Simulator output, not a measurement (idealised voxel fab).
process module | voxel wiring stack
cross-section cut | 165 nm wide | cells 5 nm
A cross-section is a grid of square cells, given in bands from the top down. A band is one or more rows of cells.
Each band's line starts with the height of the band's top and of its bottom, in nm. Then come its materials from left to right, each with its width in nm. One material with "throughout" fills the band from edge to edge. "air" is empty space.
Height 0 is the level under which the wafer as received is all one material. The lowest band goes on downwards, as in "0 down".
A width such as "30 to 40" changes by the same amount from each row of cells to the next, from the band's top row to its bottom row.
"no change" after a step means that no cell of the cross-section changed.
closed voids: empty space of 8 cells or more with no open way to the top, each as width x height at its distance from the left edge, in nm
after a step's settings: what the simulator itself notes on the step
overlay nm, on a step with a mask: how far to the right of its planned place the mask lay; to the left if negative
Each pair below shows a cross-section before one step and the cross-section after it, down to the lowest band that changed. The line under each pair gives the step between them, with its settings. The pairs can come from different runs of this module on the same starting wafer, so a pair continues from the pair above only where its "before" says so.
before
  0 down: Si throughout
  closed voids: none
after
  15 to 0: SiO2 throughout
  below 0: unchanged
  closed voids: none
the step between: op CONFORMAL_DEP | material SiO2 | thk nm 15
before: the cross-section after the pair above
after
  20 to 15: SiCN throughout
  below 15: unchanged
  closed voids: none
the step between: op CONFORMAL_DEP | material SiCN | thk nm 5
before: the cross-section after the pair above
after
  45 to 20: lowk throughout
  below 20: unchanged
  closed voids: none
the step between: op DIRECTIONAL_DEP | material lowk | thk nm 25
before: the cross-section after the pair above
after
  55 to 45: aC throughout
  below 45: unchanged
  closed voids: none
the step between: op DIRECTIONAL_DEP | material aC | thk nm 10
before: the cross-section after the pair above
after
  80 to 55: resist 30 | air 25 | resist 15 | air 25 | resist 15 | air 25 | resist 30
  below 55: unchanged
  closed voids: none
the step between: op PATTERN | tone open | mask id METAL_1 | material resist | width nm 25 | pitch nm 40 | thk nm 25 | overlay nm 0
before: the cross-section after the pair above
after
  70 to 55: resist 30 | air 25 | resist 15 | air 25 | resist 15 | air 25 | resist 30
  55 to 45: aC 30 | air 25 | aC 15 | air 25 | aC 15 | air 25 | aC 30
  below 45: unchanged
  closed voids: none
the step between: op DIRECTIONAL_ETCH | etch materials aC | depth nm 10
before: the cross-section after the pair above
after
  55 to 45: aC 30 | air 25 | aC 15 | air 25 | aC 15 | air 25 | aC 30
  below 45: unchanged
  closed voids: none
the step between: op STRIP | etch materials resist
before: the cross-section after the pair above
after
  55 to 45: aC 30 | air 25 | aC 15 | air 25 | aC 15 | air 25 | aC 30
  45 to 20: lowk 30 | air 25 | lowk 15 | air 25 | lowk 15 | air 25 | lowk 30
  below 20: unchanged
  closed voids: none
the step between: op DIRECTIONAL_ETCH | etch materials lowk | depth nm 25
before: the cross-section after the pair above
after
  55 to 45: aC 30 | air 25 | aC 15 | air 25 | aC 15 | air 25 | aC 30
  45 to 20: lowk 30 | air 25 | lowk 15 | air 25 | lowk 15 | air 25 | lowk 30
  20 to 15: SiCN 30 | air 25 | SiCN 15 | air 25 | SiCN 15 | air 25 | SiCN 30
  below 15: unchanged
  closed voids: none
the step between: op DIRECTIONAL_ETCH | etch materials SiCN | depth nm 5
before: the cross-section after the pair above
after
  45 to 20: lowk 30 | air 25 | lowk 15 | air 25 | lowk 15 | air 25 | lowk 30
  below 20: unchanged
  closed voids: none
the step between: op STRIP | etch materials aC
before: the cross-section after the pair above
after
  50 to 45: TiN 35 | air 15 | TiN 25 | air 15 | TiN 25 | air 15 | TiN 35
  45 to 20: lowk 30 | TiN 5 | air 15 | TiN 5 | lowk 15 | TiN 5 | air 15 | TiN 5 | lowk 15 | TiN 5 | air 15 | TiN 5 | lowk 30
  20 to 15: SiCN 30 | TiN 25 | SiCN 15 | TiN 25 | SiCN 15 | TiN 25 | SiCN 30
  below 15: unchanged
  closed voids: none
the step between: op CONFORMAL_DEP | material TiN | thk nm 5
before: the cross-section after the pair above
after
  60 to 50: Cu throughout
  50 to 45: TiN 35 | Cu 15 | TiN 25 | Cu 15 | TiN 25 | Cu 15 | TiN 35
  45 to 20: lowk 30 | TiN 5 | Cu 15 | TiN 5 | lowk 15 | TiN 5 | Cu 15 | TiN 5 | lowk 15 | TiN 5 | Cu 15 | TiN 5 | lowk 30
  below 20: unchanged
  closed voids: none
the step between: op FILL_DEP | material Cu | thk nm 10
before: the cross-section after the pair above
after
  45 to 20: lowk 30 | TiN 5 | Cu 15 | TiN 5 | lowk 15 | TiN 5 | Cu 15 | TiN 5 | lowk 15 | TiN 5 | Cu 15 | TiN 5 | lowk 30
  below 20: unchanged
  closed voids: none
the step between: op CMP | height nm 45
before: the cross-section after the pair above
after
  50 to 45: SiCN throughout
  below 45: unchanged
  closed voids: none
the step between: op CONFORMAL_DEP | material SiCN | thk nm 5
before: the cross-section after the pair above
after
  70 to 50: SiO2 throughout
  below 50: unchanged
  closed voids: none
the step between: op DIRECTIONAL_DEP | material SiO2 | thk nm 20
before: the cross-section after the pair above
after
  85 to 70: resist 30 | air 15 | resist 25 | air 15 | resist 25 | air 15 | resist 40
  below 70: unchanged
  closed voids: none
the step between: op PATTERN | tone open | mask id PLUG_1 | material resist | width nm 15 | pitch nm 40 | thk nm 15 | overlay nm 0
before: the cross-section after the pair above
after
  85 to 70: resist 30 | air 15 | resist 25 | air 15 | resist 25 | air 15 | resist 40
  70 to 50: SiO2 30 | air 15 | SiO2 25 | air 15 | SiO2 25 | air 15 | SiO2 40
  below 50: unchanged
  closed voids: none
the step between: op DIRECTIONAL_ETCH | etch materials SiO2 | depth nm 20
before: the cross-section after the pair above
after
  85 to 70: resist 30 | air 15 | resist 25 | air 15 | resist 25 | air 15 | resist 40
  70 to 50: SiO2 30 | air 15 | SiO2 25 | air 15 | SiO2 25 | air 15 | SiO2 40
  50 to 45: SiCN 30 | air 15 | SiCN 25 | air 15 | SiCN 25 | air 15 | SiCN 40
  below 45: unchanged
  closed voids: none
the step between: op DIRECTIONAL_ETCH | etch materials SiCN | depth nm 5
before: the cross-section after the pair above
after
  70 to 50: SiO2 30 | air 15 | SiO2 25 | air 15 | SiO2 25 | air 15 | SiO2 40
  below 50: unchanged
  closed voids: none
the step between: op STRIP | etch materials resist
before: the cross-section after the pair above
after
  70 to 55: SiO2 30 | air 15 | SiO2 25 | air 15 | SiO2 25 | air 15 | SiO2 40
  55 to 50: SiO2 30 | Ru 15 | SiO2 25 | Ru 15 | SiO2 25 | Ru 15 | SiO2 40
  50 to 45: SiCN 30 | Ru 15 | SiCN 25 | Ru 15 | SiCN 25 | Ru 15 | SiCN 40
  below 45: unchanged
  closed voids: none
the step between: op EPI | material Ru | thk nm 10
before: the cross-section after the pair above
after
  70 to 65: SiO2 30 | air 15 | SiO2 25 | air 15 | SiO2 25 | air 15 | SiO2 40
  65 to 50: SiO2 30 | Ru 15 | SiO2 25 | Ru 15 | SiO2 25 | Ru 15 | SiO2 40
  below 50: unchanged
  closed voids: none
the step between: op EPI | material Ru | thk nm 10
before: the cross-section after the pair above
after
  70 to 50: SiO2 30 | Ru 15 | SiO2 25 | Ru 15 | SiO2 25 | Ru 15 | SiO2 40
  below 50: unchanged
  closed voids: none
the step between: op EPI | material Ru | thk nm 5
before: the cross-section after the pair above
after
  75 to 70: SiCN throughout
  below 70: unchanged
  closed voids: none
the step between: op CONFORMAL_DEP | material SiCN | thk nm 5
before: the cross-section after the pair above
after
  95 to 75: SiO2 throughout
  below 75: unchanged
  closed voids: none
the step between: op DIRECTIONAL_DEP | material SiO2 | thk nm 20
before: the cross-section after the pair above
after
  105 to 95: aC throughout
  below 95: unchanged
  closed voids: none
the step between: op DIRECTIONAL_DEP | material aC | thk nm 10
before: the cross-section after the pair above
after
  130 to 105: resist 30 | air 25 | resist 15 | air 25 | resist 15 | air 25 | resist 30
  below 105: unchanged
  closed voids: none
the step between: op PATTERN | tone open | mask id METAL_2 | material resist | width nm 25 | pitch nm 40 | thk nm 25 | overlay nm 0
before: the cross-section after the pair above
after
  120 to 105: resist 30 | air 25 | resist 15 | air 25 | resist 15 | air 25 | resist 30
  105 to 95: aC 30 | air 25 | aC 15 | air 25 | aC 15 | air 25 | aC 30
  below 95: unchanged
  closed voids: none
the step between: op DIRECTIONAL_ETCH | etch materials aC | depth nm 10
before: the cross-section after the pair above
after
  105 to 95: aC 30 | air 25 | aC 15 | air 25 | aC 15 | air 25 | aC 30
  below 95: unchanged
  closed voids: none
the step between: op STRIP | etch materials resist
before: the cross-section after the pair above
after
  105 to 95: aC 30 | air 25 | aC 15 | air 25 | aC 15 | air 25 | aC 30
  95 to 75: SiO2 30 | air 25 | SiO2 15 | air 25 | SiO2 15 | air 25 | SiO2 30
  below 75: unchanged
  closed voids: none
the step between: op DIRECTIONAL_ETCH | etch materials SiO2 | depth nm 20
before: the cross-section after the pair above
after
  105 to 95: aC 30 | air 25 | aC 15 | air 25 | aC 15 | air 25 | aC 30
  95 to 75: SiO2 30 | air 25 | SiO2 15 | air 25 | SiO2 15 | air 25 | SiO2 30
  75 to 70: SiCN 30 | air 25 | SiCN 15 | air 25 | SiCN 15 | air 25 | SiCN 30
  below 70: unchanged
  closed voids: none
the step between: op DIRECTIONAL_ETCH | etch materials SiCN | depth nm 5
before: the cross-section after the pair above
after
  95 to 75: SiO2 30 | air 25 | SiO2 15 | air 25 | SiO2 15 | air 25 | SiO2 30
  below 75: unchanged
  closed voids: none
the step between: op STRIP | etch materials aC
before: the cross-section after the pair above
after
  100 to 95: TiN 35 | air 15 | TiN 25 | air 15 | TiN 25 | air 15 | TiN 35
  95 to 75: SiO2 30 | TiN 5 | air 15 | TiN 5 | SiO2 15 | TiN 5 | air 15 | TiN 5 | SiO2 15 | TiN 5 | air 15 | TiN 5 | SiO2 30
  75 to 70: SiCN 30 | TiN 25 | SiCN 15 | TiN 25 | SiCN 15 | TiN 25 | SiCN 30
  below 70: unchanged
  closed voids: none
the step between: op CONFORMAL_DEP | material TiN | thk nm 5
before: the cross-section after the pair above
after
  110 to 100: W throughout
  100 to 95: TiN 35 | W 15 | TiN 25 | W 15 | TiN 25 | W 15 | TiN 35
  95 to 75: SiO2 30 | TiN 5 | W 15 | TiN 5 | SiO2 15 | TiN 5 | W 15 | TiN 5 | SiO2 15 | TiN 5 | W 15 | TiN 5 | SiO2 30
  below 75: unchanged
  closed voids: none
the step between: op FILL_DEP | material W | thk nm 10
before: the cross-section after the pair above
after
  95 to 75: SiO2 30 | TiN 5 | W 15 | TiN 5 | SiO2 15 | TiN 5 | W 15 | TiN 5 | SiO2 15 | TiN 5 | W 15 | TiN 5 | SiO2 30
  below 75: unchanged
  closed voids: none
the step between: op CMP | height nm 95
before: the cross-section after the pair above
after
  100 to 95: SiN throughout
  below 95: unchanged
  closed voids: none
the step between: op CONFORMAL_DEP | material SiN | thk nm 5
before
  110 to 100: W throughout
  100 to 95: TiN 35 | W 15 | TiN 25 | W 15 | TiN 25 | W 15 | TiN 35
  95 to 75: SiO2 30 | TiN 5 | W 15 | TiN 5 | SiO2 15 | TiN 5 | W 15 | TiN 5 | SiO2 15 | TiN 5 | W 15 | TiN 5 | SiO2 30
  75 to 70: SiCN 30 | TiN 25 | SiCN 15 | TiN 25 | SiCN 15 | TiN 25 | SiCN 30
  70 to 50: SiO2 30 | Ru 15 | SiO2 25 | Ru 15 | SiO2 25 | Ru 15 | SiO2 40
  50 to 45: SiCN 30 | Ru 15 | SiCN 25 | Ru 15 | SiCN 25 | Ru 15 | SiCN 40
  45 to 20: lowk 30 | TiN 5 | Cu 15 | TiN 5 | lowk 15 | TiN 5 | Cu 15 | TiN 5 | lowk 15 | TiN 5 | Cu 15 | TiN 5 | lowk 30
  20 to 15: SiCN 30 | TiN 25 | SiCN 15 | TiN 25 | SiCN 15 | TiN 25 | SiCN 30
  15 to 0: SiO2 throughout
  0 down: Si throughout
  closed voids: none
after
  115 to 110: SiN throughout
  below 110: unchanged
  closed voids: none
the step between: op CONFORMAL_DEP | material SiN | thk nm 5
before
  70 to 50: SiO2 throughout
  50 to 45: SiCN throughout
  45 to 20: lowk 30 | TiN 5 | Cu 15 | TiN 5 | lowk 15 | TiN 5 | Cu 15 | TiN 5 | lowk 15 | TiN 5 | Cu 15 | TiN 5 | lowk 30
  20 to 15: SiCN 30 | TiN 25 | SiCN 15 | TiN 25 | SiCN 15 | TiN 25 | SiCN 30
  15 to 0: SiO2 throughout
  0 down: Si throughout
  closed voids: none
after
  90 to 50: SiO2 throughout
  below 50: unchanged
  closed voids: none
the step between: op DIRECTIONAL_DEP | material SiO2 | thk nm 20
before: the cross-section after the pair above
after
  105 to 90: resist 30 | air 15 | resist 25 | air 15 | resist 25 | air 15 | resist 40
  below 90: unchanged
  closed voids: none
the step between: op PATTERN | tone open | mask id PLUG_1 | material resist | width nm 15 | pitch nm 40 | thk nm 15 | overlay nm 0
before: the cross-section after the pair above
after
  105 to 90: resist 30 | air 15 | resist 25 | air 15 | resist 25 | air 15 | resist 40
  90 to 70: SiO2 30 | air 15 | SiO2 25 | air 15 | SiO2 25 | air 15 | SiO2 40
  below 70: unchanged
  closed voids: none
the step between: op DIRECTIONAL_ETCH | etch materials SiO2 | depth nm 20
before: the cross-section after the pair above
after
  90 to 70: SiO2 30 | air 15 | SiO2 25 | air 15 | SiO2 25 | air 15 | SiO2 40
  below 70: unchanged
  closed voids: none
the step between: op STRIP | etch materials resist
before: the cross-section after the pair above
after
  95 to 90: SiCN 35 | air 5 | SiCN 35 | air 5 | SiCN 35 | air 5 | SiCN 45
  90 to 75: SiO2 30 | SiCN 5 | air 5 | SiCN 5 | SiO2 25 | SiCN 5 | air 5 | SiCN 5 | SiO2 25 | SiCN 5 | air 5 | SiCN 5 | SiO2 40
  75 to 70: SiO2 30 | SiCN 15 | SiO2 25 | SiCN 15 | SiO2 25 | SiCN 15 | SiO2 40
  below 70: unchanged
  closed voids: none
the step between: op CONFORMAL_DEP | material SiCN | thk nm 5
before: the cross-section after the pair above
after
  115 to 95: SiO2 35 | air 5 | SiO2 35 | air 5 | SiO2 35 | air 5 | SiO2 45
  95 to 90: SiCN 35 | SiO2 5 | SiCN 35 | SiO2 5 | SiCN 35 | SiO2 5 | SiCN 45
  90 to 75: SiO2 30 | SiCN 5 | SiO2 5 | SiCN 5 | SiO2 25 | SiCN 5 | SiO2 5 | SiCN 5 | SiO2 25 | SiCN 5 | SiO2 5 | SiCN 5 | SiO2 40
  below 75: unchanged
  closed voids: none
the step between: op DIRECTIONAL_DEP | material SiO2 | thk nm 20
before: the cross-section after the pair above
after
  125 to 115: aC 35 | air 5 | aC 35 | air 5 | aC 35 | air 5 | aC 45
  115 to 105: SiO2 35 | air 5 | SiO2 35 | air 5 | SiO2 35 | air 5 | SiO2 45
  105 to 95: SiO2 35 | aC 5 | SiO2 35 | aC 5 | SiO2 35 | aC 5 | SiO2 45
  below 95: unchanged
  closed voids: none
the step between: op DIRECTIONAL_DEP | material aC | thk nm 10
before: the cross-section after the pair above
after
  150 to 125: resist 30 | air 25 | resist 15 | air 25 | resist 15 | air 25 | resist 30
  below 125: unchanged
  closed voids: none
the step between: op PATTERN | tone open | mask id METAL_2 | material resist | width nm 25 | pitch nm 40 | thk nm 25 | overlay nm 0
before: the cross-section after the pair above
after
  140 to 125: resist 30 | air 25 | resist 15 | air 25 | resist 15 | air 25 | resist 30
  125 to 115: aC 30 | air 25 | aC 15 | air 25 | aC 15 | air 25 | aC 30
  115 to 95: SiO2 35 | air 5 | SiO2 35 | air 5 | SiO2 35 | air 5 | SiO2 45
  below 95: unchanged
  closed voids: none
the step between: op DIRECTIONAL_ETCH | etch materials aC | depth nm 10
before: the cross-section after the pair above
after
  125 to 115: aC 30 | air 25 | aC 15 | air 25 | aC 15 | air 25 | aC 30
  below 115: unchanged
  closed voids: none
the step between: op STRIP | etch materials resist
before: the cross-section after the pair above
after
  125 to 115: aC 30 | air 25 | aC 15 | air 25 | aC 15 | air 25 | aC 30
  115 to 95: SiO2 30 | air 25 | SiO2 15 | air 25 | SiO2 15 | air 25 | SiO2 30
  95 to 90: SiCN 35 | air 5 | SiCN 35 | air 5 | SiCN 35 | air 5 | SiCN 45
  90 to 75: SiO2 30 | SiCN 5 | air 5 | SiCN 5 | SiO2 25 | SiCN 5 | air 5 | SiCN 5 | SiO2 25 | SiCN 5 | air 5 | SiCN 5 | SiO2 40
  below 75: unchanged
  closed voids: none
the step between: op DIRECTIONAL_ETCH | etch materials SiO2 | depth nm 20
before: the cross-section after the pair above
after
  125 to 115: aC 30 | air 25 | aC 15 | air 25 | aC 15 | air 25 | aC 30
  115 to 95: SiO2 30 | air 25 | SiO2 15 | air 25 | SiO2 15 | air 25 | SiO2 30
  95 to 90: SiCN 30 | air 25 | SiCN 15 | air 25 | SiCN 15 | air 25 | SiCN 30
  90 to 70: SiO2 30 | SiCN 5 | air 5 | SiCN 5 | SiO2 25 | SiCN 5 | air 5 | SiCN 5 | SiO2 25 | SiCN 5 | air 5 | SiCN 5 | SiO2 40
  below 70: unchanged
  closed voids: none
the step between: op DIRECTIONAL_ETCH | etch materials SiCN | depth nm 5
before: the cross-section after the pair above
after
  115 to 95: SiO2 30 | air 25 | SiO2 15 | air 25 | SiO2 15 | air 25 | SiO2 30
  below 95: unchanged
  closed voids: none
the step between: op STRIP | etch materials aC
before: the cross-section after the pair above
after
  120 to 115: TiN 35 | air 15 | TiN 25 | air 15 | TiN 25 | air 15 | TiN 35
  115 to 95: SiO2 30 | TiN 5 | air 15 | TiN 5 | SiO2 15 | TiN 5 | air 15 | TiN 5 | SiO2 15 | TiN 5 | air 15 | TiN 5 | SiO2 30
  95 to 90: SiCN 30 | TiN 25 | SiCN 15 | TiN 25 | SiCN 15 | TiN 25 | SiCN 30
  90 to 70: SiO2 30 | SiCN 5 | TiN 5 | SiCN 5 | SiO2 25 | SiCN 5 | TiN 5 | SiCN 5 | SiO2 25 | SiCN 5 | TiN 5 | SiCN 5 | SiO2 40
  below 70: unchanged
  closed voids: none
the step between: op CONFORMAL_DEP | material TiN | thk nm 5
before: the cross-section after the pair above
after
  130 to 120: W throughout
  120 to 115: TiN 35 | W 15 | TiN 25 | W 15 | TiN 25 | W 15 | TiN 35
  115 to 95: SiO2 30 | TiN 5 | W 15 | TiN 5 | SiO2 15 | TiN 5 | W 15 | TiN 5 | SiO2 15 | TiN 5 | W 15 | TiN 5 | SiO2 30
  below 95: unchanged
  closed voids: none
the step between: op FILL_DEP | material W | thk nm 10
before: the cross-section after the pair above
after
  95 to 90: SiCN 30 | TiN 25 | SiCN 15 | TiN 25 | SiCN 15 | TiN 25 | SiCN 30
  below 90: unchanged
  closed voids: none
the step between: op CMP | height nm 95
before: the cross-section after the pair above
after
  100 to 95: SiN throughout
  below 95: unchanged
  closed voids: none
the step between: op CONFORMAL_DEP | material SiN | thk nm 5
before
  0 down: Si throughout
  closed voids: none
after
  5 to 0: SiCN throughout
  below 0: unchanged
  closed voids: none
the step between: op CONFORMAL_DEP | material SiCN | thk nm 5
before: the cross-section after the pair above
after
  20 to 5: SiO2 throughout
  below 5: unchanged
  closed voids: none
the step between: op CONFORMAL_DEP | material SiO2 | thk nm 15
before: the cross-section after the pair above
after
  45 to 20: lowk throughout
  below 20: unchanged
  closed voids: none
the step between: op DIRECTIONAL_DEP | material lowk | thk nm 25
before: the cross-section after the pair above
after
  55 to 45: aC throughout
  below 45: unchanged
  closed voids: none
the step between: op DIRECTIONAL_DEP | material aC | thk nm 10
before: the cross-section after the pair above
after
  80 to 55: resist 30 | air 25 | resist 15 | air 25 | resist 15 | air 25 | resist 30
  below 55: unchanged
  closed voids: none
the step between: op PATTERN | tone open | mask id METAL_1 | material resist | width nm 25 | pitch nm 40 | thk nm 25 | overlay nm 0
before: the cross-section after the pair above
after
  70 to 55: resist 30 | air 25 | resist 15 | air 25 | resist 15 | air 25 | resist 30
  55 to 45: aC 30 | air 25 | aC 15 | air 25 | aC 15 | air 25 | aC 30
  below 45: unchanged
  closed voids: none
the step between: op DIRECTIONAL_ETCH | etch materials aC | depth nm 10
before: the cross-section after the pair above
after
  55 to 45: aC 30 | air 25 | aC 15 | air 25 | aC 15 | air 25 | aC 30
  below 45: unchanged
  closed voids: none
the step between: op STRIP | etch materials resist
before: the cross-section after the pair above
after
  55 to 45: aC 30 | air 25 | aC 15 | air 25 | aC 15 | air 25 | aC 30
  45 to 20: lowk 30 | air 25 | lowk 15 | air 25 | lowk 15 | air 25 | lowk 30
  below 20: unchanged
  closed voids: none
the step between: op DIRECTIONAL_ETCH | etch materials lowk | depth nm 25
before: the cross-section after the pair above
after
  45 to 20: lowk 30 | air 25 | lowk 15 | air 25 | lowk 15 | air 25 | lowk 30
  below 20: unchanged
  closed voids: none
the step between: op STRIP | etch materials aC
before: the cross-section after the pair above
after
  50 to 45: TiN 35 | air 15 | TiN 25 | air 15 | TiN 25 | air 15 | TiN 35
  45 to 25: lowk 30 | TiN 5 | air 15 | TiN 5 | lowk 15 | TiN 5 | air 15 | TiN 5 | lowk 15 | TiN 5 | air 15 | TiN 5 | lowk 30
  25 to 20: lowk 30 | TiN 25 | lowk 15 | TiN 25 | lowk 15 | TiN 25 | lowk 30
  below 20: unchanged
  closed voids: none
the step between: op CONFORMAL_DEP | material TiN | thk nm 5
before: the cross-section after the pair above
after
  60 to 50: Cu throughout
  50 to 45: TiN 35 | Cu 15 | TiN 25 | Cu 15 | TiN 25 | Cu 15 | TiN 35
  45 to 25: lowk 30 | TiN 5 | Cu 15 | TiN 5 | lowk 15 | TiN 5 | Cu 15 | TiN 5 | lowk 15 | TiN 5 | Cu 15 | TiN 5 | lowk 30
  below 25: unchanged
  closed voids: none
the step between: op FILL_DEP | material Cu | thk nm 10
before: the cross-section after the pair above
after
  45 to 25: lowk 30 | TiN 5 | Cu 15 | TiN 5 | lowk 15 | TiN 5 | Cu 15 | TiN 5 | lowk 15 | TiN 5 | Cu 15 | TiN 5 | lowk 30
  below 25: unchanged
  closed voids: none
the step between: op CMP | height nm 45
before: the cross-section after the pair above
after
  50 to 45: SiCN throughout
  below 45: unchanged
  closed voids: none
the step between: op CONFORMAL_DEP | material SiCN | thk nm 5
before: the cross-section after the pair above
after
  70 to 50: SiO2 throughout
  below 50: unchanged
  closed voids: none
the step between: op DIRECTIONAL_DEP | material SiO2 | thk nm 20
before: the cross-section after the pair above
after
  85 to 70: resist 30 | air 15 | resist 25 | air 15 | resist 25 | air 15 | resist 40
  below 70: unchanged
  closed voids: none
the step between: op PATTERN | tone open | mask id PLUG_1 | material resist | width nm 15 | pitch nm 40 | thk nm 15 | overlay nm 0
before: the cross-section after the pair above
after
  85 to 70: resist 30 | air 15 | resist 25 | air 15 | resist 25 | air 15 | resist 40
  70 to 50: SiO2 30 | air 15 | SiO2 25 | air 15 | SiO2 25 | air 15 | SiO2 40
  below 50: unchanged
  closed voids: none
the step between: op DIRECTIONAL_ETCH | etch materials SiO2 | depth nm 20
before: the cross-section after the pair above
after
  85 to 70: resist 30 | air 15 | resist 25 | air 15 | resist 25 | air 15 | resist 40
  70 to 50: SiO2 30 | air 15 | SiO2 25 | air 15 | SiO2 25 | air 15 | SiO2 40
  50 to 45: SiCN 30 | air 15 | SiCN 25 | air 15 | SiCN 25 | air 15 | SiCN 40
  below 45: unchanged
  closed voids: none
the step between: op DIRECTIONAL_ETCH | etch materials SiCN | depth nm 5
before: the cross-section after the pair above
after
  70 to 50: SiO2 30 | air 15 | SiO2 25 | air 15 | SiO2 25 | air 15 | SiO2 40
  below 50: unchanged
  closed voids: none
the step between: op STRIP | etch materials resist
before: the cross-section after the pair above
after
  70 to 55: SiO2 30 | air 15 | SiO2 25 | air 15 | SiO2 25 | air 15 | SiO2 40
  55 to 50: SiO2 30 | Ru 15 | SiO2 25 | Ru 15 | SiO2 25 | Ru 15 | SiO2 40
  50 to 45: SiCN 30 | Ru 15 | SiCN 25 | Ru 15 | SiCN 25 | Ru 15 | SiCN 40
  below 45: unchanged
  closed voids: none
the step between: op EPI | material Ru | thk nm 10
before: the cross-section after the pair above
after
  70 to 65: SiO2 30 | air 15 | SiO2 25 | air 15 | SiO2 25 | air 15 | SiO2 40
  65 to 50: SiO2 30 | Ru 15 | SiO2 25 | Ru 15 | SiO2 25 | Ru 15 | SiO2 40
  below 50: unchanged
  closed voids: none
the step between: op EPI | material Ru | thk nm 10
before: the cross-section after the pair above
after
  70 to 50: SiO2 30 | Ru 15 | SiO2 25 | Ru 15 | SiO2 25 | Ru 15 | SiO2 40
  below 50: unchanged
  closed voids: none
the step between: op EPI | material Ru | thk nm 5
before: the cross-section after the pair above
after
  75 to 70: SiCN throughout
  below 70: unchanged
  closed voids: none
the step between: op CONFORMAL_DEP | material SiCN | thk nm 5
before: the cross-section after the pair above
after
  95 to 75: SiO2 throughout
  below 75: unchanged
  closed voids: none
the step between: op DIRECTIONAL_DEP | material SiO2 | thk nm 20
before: the cross-section after the pair above
after
  105 to 95: aC throughout
  below 95: unchanged
  closed voids: none
the step between: op DIRECTIONAL_DEP | material aC | thk nm 10
before: the cross-section after the pair above
after
  130 to 105: resist 30 | air 25 | resist 15 | air 25 | resist 15 | air 25 | resist 30
  below 105: unchanged
  closed voids: none
the step between: op PATTERN | tone open | mask id METAL_2 | material resist | width nm 25 | pitch nm 40 | thk nm 25 | overlay nm 0
before: the cross-section after the pair above
after
  120 to 105: resist 30 | air 25 | resist 15 | air 25 | resist 15 | air 25 | resist 30
  105 to 95: aC 30 | air 25 | aC 15 | air 25 | aC 15 | air 25 | aC 30
  below 95: unchanged
  closed voids: none
the step between: op DIRECTIONAL_ETCH | etch materials aC | depth nm 10
before: the cross-section after the pair above
after
  105 to 95: aC 30 | air 25 | aC 15 | air 25 | aC 15 | air 25 | aC 30
  below 95: unchanged
  closed voids: none
the step between: op STRIP | etch materials resist
before: the cross-section after the pair above
after
  105 to 95: aC 30 | air 25 | aC 15 | air 25 | aC 15 | air 25 | aC 30
  95 to 75: SiO2 30 | air 25 | SiO2 15 | air 25 | SiO2 15 | air 25 | SiO2 30
  below 75: unchanged
  closed voids: none
the step between: op DIRECTIONAL_ETCH | etch materials SiO2 | depth nm 20
before: the cross-section after the pair above
after
  105 to 95: aC 30 | air 25 | aC 15 | air 25 | aC 15 | air 25 | aC 30
  95 to 75: SiO2 30 | air 25 | SiO2 15 | air 25 | SiO2 15 | air 25 | SiO2 30
  75 to 70: SiCN 30 | air 25 | SiCN 15 | air 25 | SiCN 15 | air 25 | SiCN 30
  below 70: unchanged
  closed voids: none
the step between: op DIRECTIONAL_ETCH | etch materials SiCN | depth nm 5
before: the cross-section after the pair above
after
  95 to 75: SiO2 30 | air 25 | SiO2 15 | air 25 | SiO2 15 | air 25 | SiO2 30
  below 75: unchanged
  closed voids: none
the step between: op STRIP | etch materials aC
before: the cross-section after the pair above
after
  100 to 95: TiN 35 | air 15 | TiN 25 | air 15 | TiN 25 | air 15 | TiN 35
  95 to 75: SiO2 30 | TiN 5 | air 15 | TiN 5 | SiO2 15 | TiN 5 | air 15 | TiN 5 | SiO2 15 | TiN 5 | air 15 | TiN 5 | SiO2 30
  75 to 70: SiCN 30 | TiN 25 | SiCN 15 | TiN 25 | SiCN 15 | TiN 25 | SiCN 30
  below 70: unchanged
  closed voids: none
the step between: op CONFORMAL_DEP | material TiN | thk nm 5
before: the cross-section after the pair above
after
  110 to 100: W throughout
  100 to 95: TiN 35 | W 15 | TiN 25 | W 15 | TiN 25 | W 15 | TiN 35
  95 to 75: SiO2 30 | TiN 5 | W 15 | TiN 5 | SiO2 15 | TiN 5 | W 15 | TiN 5 | SiO2 15 | TiN 5 | W 15 | TiN 5 | SiO2 30
  below 75: unchanged
  closed voids: none
the step between: op FILL_DEP | material W | thk nm 10
before: the cross-section after the pair above
after
  95 to 75: SiO2 30 | TiN 5 | W 15 | TiN 5 | SiO2 15 | TiN 5 | W 15 | TiN 5 | SiO2 15 | TiN 5 | W 15 | TiN 5 | SiO2 30
  below 75: unchanged
  closed voids: none
the step between: op CMP | height nm 95
before: the cross-section after the pair above
after
  100 to 95: SiN throughout
  below 95: unchanged
  closed voids: none
the step between: op CONFORMAL_DEP | material SiN | thk nm 5
before
  110 to 100: W throughout
  100 to 95: TiN 35 | W 15 | TiN 25 | W 15 | TiN 25 | W 15 | TiN 35
  95 to 75: SiO2 30 | TiN 5 | W 15 | TiN 5 | SiO2 15 | TiN 5 | W 15 | TiN 5 | SiO2 15 | TiN 5 | W 15 | TiN 5 | SiO2 30
  75 to 70: SiCN 30 | TiN 25 | SiCN 15 | TiN 25 | SiCN 15 | TiN 25 | SiCN 30
  70 to 50: SiO2 30 | Ru 15 | SiO2 25 | Ru 15 | SiO2 25 | Ru 15 | SiO2 40
  50 to 45: SiCN 30 | Ru 15 | SiCN 25 | Ru 15 | SiCN 25 | Ru 15 | SiCN 40
  45 to 20: lowk 30 | TiN 5 | Cu 15 | TiN 5 | lowk 15 | TiN 5 | Cu 15 | TiN 5 | lowk 15 | TiN 5 | Cu 15 | TiN 5 | lowk 30
  20 to 15: SiCN 30 | TiN 25 | SiCN 15 | TiN 25 | SiCN 15 | TiN 25 | SiCN 30
  15 to 0: SiO2 throughout
  0 down: Si throughout
  closed voids: none
after
  90 to 75: SiO2 30 | TiN 5 | W 15 | TiN 5 | SiO2 15 | TiN 5 | W 15 | TiN 5 | SiO2 15 | TiN 5 | W 15 | TiN 5 | SiO2 30
  below 75: unchanged
  closed voids: none
the step between: op CMP | height nm 90
before: the cross-section after the pair above
after
  95 to 90: SiN throughout
  below 90: unchanged
  closed voids: none
the step between: op CONFORMAL_DEP | material SiN | thk nm 5
before
  70 to 50: SiO2 throughout
  50 to 45: SiCN throughout
  45 to 20: lowk 30 | TiN 5 | Cu 15 | TiN 5 | lowk 15 | TiN 5 | Cu 15 | TiN 5 | lowk 15 | TiN 5 | Cu 15 | TiN 5 | lowk 30
  20 to 15: SiCN 30 | TiN 25 | SiCN 15 | TiN 25 | SiCN 15 | TiN 25 | SiCN 30
  15 to 0: SiO2 throughout
  0 down: Si throughout
  closed voids: none
after
  85 to 70: resist 25 | air 25 | resist 15 | air 25 | resist 15 | air 25 | resist 35
  below 70: unchanged
  closed voids: none
the step between: op PATTERN | tone open | mask id PLUG_1 | material resist | width nm 25 | pitch nm 40 | thk nm 15 | overlay nm 0
